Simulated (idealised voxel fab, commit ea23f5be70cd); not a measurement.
Presented below is a process module, voxel tone inversion.
Cross-sectional view cut (width: 210 nm; square cell size: 5 nm).
Cross-section = grid of square cells, listed top down in bands; band = one or more rows. Within each band entry, the heights of the top and of the bottom of the band appear first, in that order and in nm; the materials of the band then follow from left to right, each with its corresponding width in nm. The designation "full width" on a single material indicates that it fills the band from edge to edge; the designation "empty" indicates empty space. Height 0 is the level under which the wafer as received is all one material. The lowest band goes on downwards, as in "0 and below". With a width like "30..40", each row of cells in the band differs from the next by the same amount, the top row carrying the first number and the bottom row the second. Step note "nothing different" = no cross-section cell changed. "Enclosed cavity list": sealed empty spaces, 8 cells or more, no open way to top, listed width x height at distance, with distance from the left edge and width, height and distance in nm. Read whatever lies past the settings on a step's line as the simulator's own remark about the step. overlay nm: step with mask; distance mask lay right of planned place; negative value = left of planned place.
**List of planned process steps**
1) RECEIVE, material Si
2) CONFORMAL_DEP, material SiCN, thk nm 10
3) DIRECTIONAL_DEP, material aC, thk nm 15
4) PATTERN, tone cover, mask id POSTS, material resist, width nm 15, pitch nm 30, thk nm 25, overlay nm 0
5) DIRECTIONAL_ETCH, etch materials aC, depth nm 15
6) STRIP, etch materials resist
7) FILL_DEP, material lowk, thk nm 10
8) CMP, height nm 25
9) STRIP, etch materials aC
**Cross-section of the wafer upon arrival, representing the state reached after step 1**
  0 and below  Si full width
  Enclosed cavity list: none
**The module was run from the start shown above using the plan shown above, but one mistake was made doing it; the resulting wafer cross-section is below**
  25 down to 10  lowk full width
  10 down to 0  SiCN full width
  0 and below  Si full width
  Enclosed cavity list: none
Finding, execution versus plan: planned and actual differ for step 3; actual: DIRECTIONAL_DEP, material lowk, thk nm 15
